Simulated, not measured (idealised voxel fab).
Documented hereafter: the process module known as voxel gate over fins.
Xsec cut, 190 nm wide, square cell size 5 nm.
If you're reading a cross-section in this doc, picture square cells in a grid; it comes to you as bands, top ones listed first down to the bottom, and a band can be one or more rows of cells. Basically the band line says how high the top is and how high the bottom is, in nm, and then what's in it from left to right, every material with its width in nm. Empty space shows up as "empty", and if a single material carries "throughout" it runs the full band edge to edge. Heights from 0 (as-received wafer is one material below). Bottom band endless downward, as "0..down". Width: "30->40" (first number = top row, second number = bottom row, same change from row to row of cells). "no change occurred" -> step changed no cross-section cell. Closed empty spaces (no open way to the top) of 8 cells or more are what "Unvented cavities" lists, each as width x height at distance from the left edge, nm for all three. On each step's line, the part that comes after the settings is the simulator's own comment on the step. "overlay nm" denotes, for a step that has a mask, the displacement of the mask to the right of its planned place, with negative values corresponding to the left.
-- Process steps - plan
step 1: RECEIVE | material Si
step 2: CONFORMAL_DEP | material SiN | thk nm 10
step 3: DIRECTIONAL_DEP | material aC | thk nm 15
step 4: PATTERN | tone cover | mask id FINS | material resist | width nm 15 | pitch nm 40 | thk nm 30 | overlay nm 0
step 5: DIRECTIONAL_ETCH | etch materials aC | depth nm 15
step 6: STRIP | etch materials resist
step 7: DIRECTIONAL_ETCH | etch materials SiN | depth nm 10
step 8: DIRECTIONAL_ETCH | etch materials Si | depth nm 30
step 9: STRIP | etch materials aC
step 10: FILL_DEP | material SiO2 | thk nm 10
step 11: CMP | height nm 10
step 12: SELECTIVE_ETCH | etch materials SiO2 | depth nm 25
step 13: STRIP | etch materials SiN
step 14: CONFORMAL_DEP | material HfO2 | thk nm 5
step 15: CONFORMAL_DEP | material TiN | thk nm 5
step 16: CONFORMAL_DEP | material TiAl | thk nm 5
step 17: CONFORMAL_DEP | material TiN | thk nm 5
step 18: FILL_DEP | material W | thk nm 10
step 19: CMP | height nm 25
step 20: CONFORMAL_DEP | material SiCN | thk nm 5
-- So, the first of our two wafers, run just as we planned it
-- Here's what the wafer looked like in cross-section when it arrived - that's after step 1
0..down | Si throughout
Unvented cavities: none
-- Cross-section through the wafer, step 2 finished
10..0 | SiN throughout
Under the height 0 nothing was changed.
-- Cross-section through the wafer, step 3 finished
25..10 | aC throughout
Under the height 10 nothing was changed.
-- Cross-section through the wafer, step 4 finished
55..25 | empty 45 nm / resist 15 nm / empty 25 nm / resist 15 nm / empty 25 nm / resist 15 nm / empty 50 nm
Under the height 25 nothing was changed.
-- Cross-section through the wafer, step 5 finished
40..25 | empty 45 nm / resist 15 nm / empty 25 nm / resist 15 nm / empty 25 nm / resist 15 nm / empty 50 nm
25..10 | empty 45 nm / aC 15 nm / empty 25 nm / aC 15 nm / empty 25 nm / aC 15 nm / empty 50 nm
Under the height 10 nothing was changed.
-- Cross-section through the wafer, step 6 finished
25..10 | empty 45 nm / aC 15 nm / empty 25 nm / aC 15 nm / empty 25 nm / aC 15 nm / empty 50 nm
Under the height 10 nothing was changed.
-- Cross-section through the wafer, step 7 finished
25..10 | empty 45 nm / aC 15 nm / empty 25 nm / aC 15 nm / empty 25 nm / aC 15 nm / empty 50 nm
10..0 | empty 45 nm / SiN 15 nm / empty 25 nm / SiN 15 nm / empty 25 nm / SiN 15 nm / empty 50 nm
Under the height 0 nothing was changed.
-- Cross-section through the wafer, step 8 finished
25..10 | empty 45 nm / aC 15 nm / empty 25 nm / aC 15 nm / empty 25 nm / aC 15 nm / empty 50 nm
10..0 | empty 45 nm / SiN 15 nm / empty 25 nm / SiN 15 nm / empty 25 nm / SiN 15 nm / empty 50 nm
0..-30 | empty 45 nm / Si 15 nm / empty 25 nm / Si 15 nm / empty 25 nm / Si 15 nm / empty 50 nm
Under the height -30 nothing was changed.
-- Cross-section through the wafer, step 9 finished
10..0 | empty 45 nm / SiN 15 nm / empty 25 nm / SiN 15 nm / empty 25 nm / SiN 15 nm / empty 50 nm
Under the height 0 nothing was changed.
-- Cross-section through the wafer, step 10 finished
20..10 | SiO2 throughout
10..0 | SiO2 45 nm / SiN 15 nm / SiO2 25 nm / SiN 15 nm / SiO2 25 nm / SiN 15 nm / SiO2 50 nm
0..-30 | SiO2 45 nm / Si 15 nm / SiO2 25 nm / Si 15 nm / SiO2 25 nm / Si 15 nm / SiO2 50 nm
Under the height -30 nothing was changed.
-- Cross-section through the wafer, step 11 finished
10..0 | SiO2 45 nm / SiN 15 nm / SiO2 25 nm / SiN 15 nm / SiO2 25 nm / SiN 15 nm / SiO2 50 nm
Under the height 0 nothing was changed.
-- Cross-section through the wafer, step 12 finished
10..0 | empty 45 nm / SiN 15 nm / empty 25 nm / SiN 15 nm / empty 25 nm / SiN 15 nm / empty 50 nm
0..-15 | empty 45 nm / Si 15 nm / empty 25 nm / Si 15 nm / empty 25 nm / Si 15 nm / empty 50 nm
Under the height -15 nothing was changed.
-- Cross-section through the wafer, step 13 finished
0..-15 | empty 45 nm / Si 15 nm / empty 25 nm / Si 15 nm / empty 25 nm / Si 15 nm / empty 50 nm
Under the height -15 nothing was changed.
-- Cross-section through the wafer, step 14 finished
5..0 | empty 40 nm / HfO2 25 nm / empty 15 nm / HfO2 25 nm / empty 15 nm / HfO2 25 nm / empty 45 nm
0..-10 | empty 40 nm / HfO2 5 nm / Si 15 nm / HfO2 5 nm / empty 15 nm / HfO2 5 nm / Si 15 nm / HfO2 5 nm / empty 15 nm / HfO2 5 nm / Si 15 nm / HfO2 5 nm / empty 45 nm
-10..-15 | HfO2 45 nm / Si 15 nm / HfO2 25 nm / Si 15 nm / HfO2 25 nm / Si 15 nm / HfO2 50 nm
Under the height -15 nothing was changed.
-- Cross-section through the wafer, step 15 finished
10..5 | empty 35 nm / TiN 35 nm / empty 5 nm / TiN 35 nm / empty 5 nm / TiN 35 nm / empty 40 nm
5..0 | empty 35 nm / TiN 5 nm / HfO2 25 nm / TiN 5 nm / empty 5 nm / TiN 5 nm / HfO2 25 nm / TiN 5 nm / empty 5 nm / TiN 5 nm / HfO2 25 nm / TiN 5 nm / empty 40 nm
0..-5 | empty 35 nm / TiN 5 nm / HfO2 5 nm / Si 15 nm / HfO2 5 nm / TiN 5 nm / empty 5 nm / TiN 5 nm / HfO2 5 nm / Si 15 nm / HfO2 5 nm / TiN 5 nm / empty 5 nm / TiN 5 nm / HfO2 5 nm / Si 15 nm / HfO2 5 nm / TiN 5 nm / empty 40 nm
-5..-10 | TiN 40 nm / HfO2 5 nm / Si 15 nm / HfO2 5 nm / TiN 15 nm / HfO2 5 nm / Si 15 nm / HfO2 5 nm / TiN 15 nm / HfO2 5 nm / Si 15 nm / HfO2 5 nm / TiN 45 nm
Under the height -10 nothing was changed.
-- Cross-section through the wafer, step 16 finished
15..10 | empty 30 nm / TiAl 125 nm / empty 35 nm
10..5 | empty 30 nm / TiAl 5 nm / TiN 35 nm / TiAl 5 nm / TiN 35 nm / TiAl 5 nm / TiN 35 nm / TiAl 5 nm / empty 35 nm
5..0 | empty 30 nm / TiAl 5 nm / TiN 5 nm / HfO2 25 nm / TiN 5 nm / TiAl 5 nm / TiN 5 nm / HfO2 25 nm / TiN 5 nm / TiAl 5 nm / TiN 5 nm / HfO2 25 nm / TiN 5 nm / TiAl 5 nm / empty 35 nm
0..-5 | TiAl 35 nm / TiN 5 nm / HfO2 5 nm / Si 15 nm / HfO2 5 nm / TiN 5 nm / TiAl 5 nm / TiN 5 nm / HfO2 5 nm / Si 15 nm / HfO2 5 nm / TiN 5 nm / TiAl 5 nm / TiN 5 nm / HfO2 5 nm / Si 15 nm / HfO2 5 nm / TiN 5 nm / TiAl 40 nm
Under the height -5 nothing was changed.
-- Cross-section through the wafer, step 17 finished
20..15 | empty 25 nm / TiN 135 nm / empty 30 nm
15..10 | empty 25 nm / TiN 5 nm / TiAl 125 nm / TiN 5 nm / empty 30 nm
10..5 | empty 25 nm / TiN 5 nm / TiAl 5 nm / TiN 35 nm / TiAl 5 nm / TiN 35 nm / TiAl 5 nm / TiN 35 nm / TiAl 5 nm / TiN 5 nm / empty 30 nm
5..0 | TiN 30 nm / TiAl 5 nm / TiN 5 nm / HfO2 25 nm / TiN 5 nm / TiAl 5 nm / TiN 5 nm / HfO2 25 nm / TiN 5 nm / TiAl 5 nm / TiN 5 nm / HfO2 25 nm / TiN 5 nm / TiAl 5 nm / TiN 35 nm
Under the height 0 nothing was changed.
-- Cross-section through the wafer, step 18 finished
30..20 | W throughout
20..15 | W 25 nm / TiN 135 nm / W 30 nm
15..10 | W 25 nm / TiN 5 nm / TiAl 125 nm / TiN 5 nm / W 30 nm
10..5 | W 25 nm / TiN 5 nm / TiAl 5 nm / TiN 35 nm / TiAl 5 nm / TiN 35 nm / TiAl 5 nm / TiN 35 nm / TiAl 5 nm / TiN 5 nm / W 30 nm
Under the height 5 nothing was changed.
-- Cross-section through the wafer, step 19 finished
25..20 | W throughout
Under the height 20 nothing was changed.
-- Cross-section through the wafer, step 20 finished
30..25 | SiCN throughout
Under the height 25 nothing was changed.
-- Wafer two of the pair: same origin, same plan, one error during the run; identical to wafer one up to and including step 7
-- Second wafer, cross-section, planned end of step 8
25..10 | empty 45 nm / aC 15 nm / empty 25 nm / aC 15 nm / empty 25 nm / aC 15 nm / empty 50 nm
10..0 | empty 45 nm / SiN 15 nm / empty 25 nm / SiN 15 nm / empty 25 nm / SiN 15 nm / empty 50 nm
0..-60 | empty 45 nm / Si 15 nm / empty 25 nm / Si 15 nm / empty 25 nm / Si 15 nm / empty 50 nm
Under the height -60 nothing was changed.
-- Second wafer, cross-section, planned end of step 9
10..0 | empty 45 nm / SiN 15 nm / empty 25 nm / SiN 15 nm / empty 25 nm / SiN 15 nm / empty 50 nm
Under the height 0 nothing was changed.
-- Second wafer, cross-section, planned end of step 10
20..10 | SiO2 throughout
10..0 | SiO2 45 nm / SiN 15 nm / SiO2 25 nm / SiN 15 nm / SiO2 25 nm / SiN 15 nm / SiO2 50 nm
0..-60 | SiO2 45 nm / Si 15 nm / SiO2 25 nm / Si 15 nm / SiO2 25 nm / Si 15 nm / SiO2 50 nm
Under the height -60 nothing was changed.
-- Second wafer, cross-section, planned end of step 11
10..0 | SiO2 45 nm / SiN 15 nm / SiO2 25 nm / SiN 15 nm / SiO2 25 nm / SiN 15 nm / SiO2 50 nm
Under the height 0 nothing was changed.
-- Second wafer, cross-section, planned end of step 12
10..0 | empty 45 nm / SiN 15 nm / empty 25 nm / SiN 15 nm / empty 25 nm / SiN 15 nm / empty 50 nm
0..-15 | empty 45 nm / Si 15 nm / empty 25 nm / Si 15 nm / empty 25 nm / Si 15 nm / empty 50 nm
Under the height -15 nothing was changed.
-- Second wafer, cross-section, planned end of step 13
0..-15 | empty 45 nm / Si 15 nm / empty 25 nm / Si 15 nm / empty 25 nm / Si 15 nm / empty 50 nm
Under the height -15 nothing was changed.
-- Second wafer, cross-section, planned end of step 14
5..0 | empty 40 nm / HfO2 25 nm / empty 15 nm / HfO2 25 nm / empty 15 nm / HfO2 25 nm / empty 45 nm
0..-10 | empty 40 nm / HfO2 5 nm / Si 15 nm / HfO2 5 nm / empty 15 nm / HfO2 5 nm / Si 15 nm / HfO2 5 nm / empty 15 nm / HfO2 5 nm / Si 15 nm / HfO2 5 nm / empty 45 nm
-10..-15 | HfO2 45 nm / Si 15 nm / HfO2 25 nm / Si 15 nm / HfO2 25 nm / Si 15 nm / HfO2 50 nm
Under the height -15 nothing was changed.
-- Second wafer, cross-section, planned end of step 15
10..5 | empty 35 nm / TiN 35 nm / empty 5 nm / TiN 35 nm / empty 5 nm / TiN 35 nm / empty 40 nm
5..0 | empty 35 nm / TiN 5 nm / HfO2 25 nm / TiN 5 nm / empty 5 nm / TiN 5 nm / HfO2 25 nm / TiN 5 nm / empty 5 nm / TiN 5 nm / HfO2 25 nm / TiN 5 nm / empty 40 nm
0..-5 | empty 35 nm / TiN 5 nm / HfO2 5 nm / Si 15 nm / HfO2 5 nm / TiN 5 nm / empty 5 nm / TiN 5 nm / HfO2 5 nm / Si 15 nm / HfO2 5 nm / TiN 5 nm / empty 5 nm / TiN 5 nm / HfO2 5 nm / Si 15 nm / HfO2 5 nm / TiN 5 nm / empty 40 nm
-5..-10 | TiN 40 nm / HfO2 5 nm / Si 15 nm / HfO2 5 nm / TiN 15 nm / HfO2 5 nm / Si 15 nm / HfO2 5 nm / TiN 15 nm / HfO2 5 nm / Si 15 nm / HfO2 5 nm / TiN 45 nm
Under the height -10 nothing was changed.
-- Second wafer, cross-section, planned end of step 16
15..10 | empty 30 nm / TiAl 125 nm / empty 35 nm
10..5 | empty 30 nm / TiAl 5 nm / TiN 35 nm / TiAl 5 nm / TiN 35 nm / TiAl 5 nm / TiN 35 nm / TiAl 5 nm / empty 35 nm
5..0 | empty 30 nm / TiAl 5 nm / TiN 5 nm / HfO2 25 nm / TiN 5 nm / TiAl 5 nm / TiN 5 nm / HfO2 25 nm / TiN 5 nm / TiAl 5 nm / TiN 5 nm / HfO2 25 nm / TiN 5 nm / TiAl 5 nm / empty 35 nm
0..-5 | TiAl 35 nm / TiN 5 nm / HfO2 5 nm / Si 15 nm / HfO2 5 nm / TiN 5 nm / TiAl 5 nm / TiN 5 nm / HfO2 5 nm / Si 15 nm / HfO2 5 nm / TiN 5 nm / TiAl 5 nm / TiN 5 nm / HfO2 5 nm / Si 15 nm / HfO2 5 nm / TiN 5 nm / TiAl 40 nm
Under the height -5 nothing was changed.
-- Second wafer, cross-section, planned end of step 17
20..15 | empty 25 nm / TiN 135 nm / empty 30 nm
15..10 | empty 25 nm / TiN 5 nm / TiAl 125 nm / TiN 5 nm / empty 30 nm
10..5 | empty 25 nm / TiN 5 nm / TiAl 5 nm / TiN 35 nm / TiAl 5 nm / TiN 35 nm / TiAl 5 nm / TiN 35 nm / TiAl 5 nm / TiN 5 nm / empty 30 nm
5..0 | TiN 30 nm / TiAl 5 nm / TiN 5 nm / HfO2 25 nm / TiN 5 nm / TiAl 5 nm / TiN 5 nm / HfO2 25 nm / TiN 5 nm / TiAl 5 nm / TiN 5 nm / HfO2 25 nm / TiN 5 nm / TiAl 5 nm / TiN 35 nm
Under the height 0 nothing was changed.
-- Second wafer, cross-section, planned end of step 18
30..20 | W throughout
20..15 | W 25 nm / TiN 135 nm / W 30 nm
15..10 | W 25 nm / TiN 5 nm / TiAl 125 nm / TiN 5 nm / W 30 nm
10..5 | W 25 nm / TiN 5 nm / TiAl 5 nm / TiN 35 nm / TiAl 5 nm / TiN 35 nm / TiAl 5 nm / TiN 35 nm / TiAl 5 nm / TiN 5 nm / W 30 nm
Under the height 5 nothing was changed.
-- Second wafer, cross-section, planned end of step 19
25..20 | W throughout
Under the height 20 nothing was changed.
-- Second wafer, cross-section, planned end of step 20
30..25 | SiCN throughout
Under the height 25 nothing was changed.
Finding, execution versus plan: step 8, plan: ran twice
The second wafer ends with more or fewer cells of some materials than the first, per final count: -174 Si | +174 SiO2
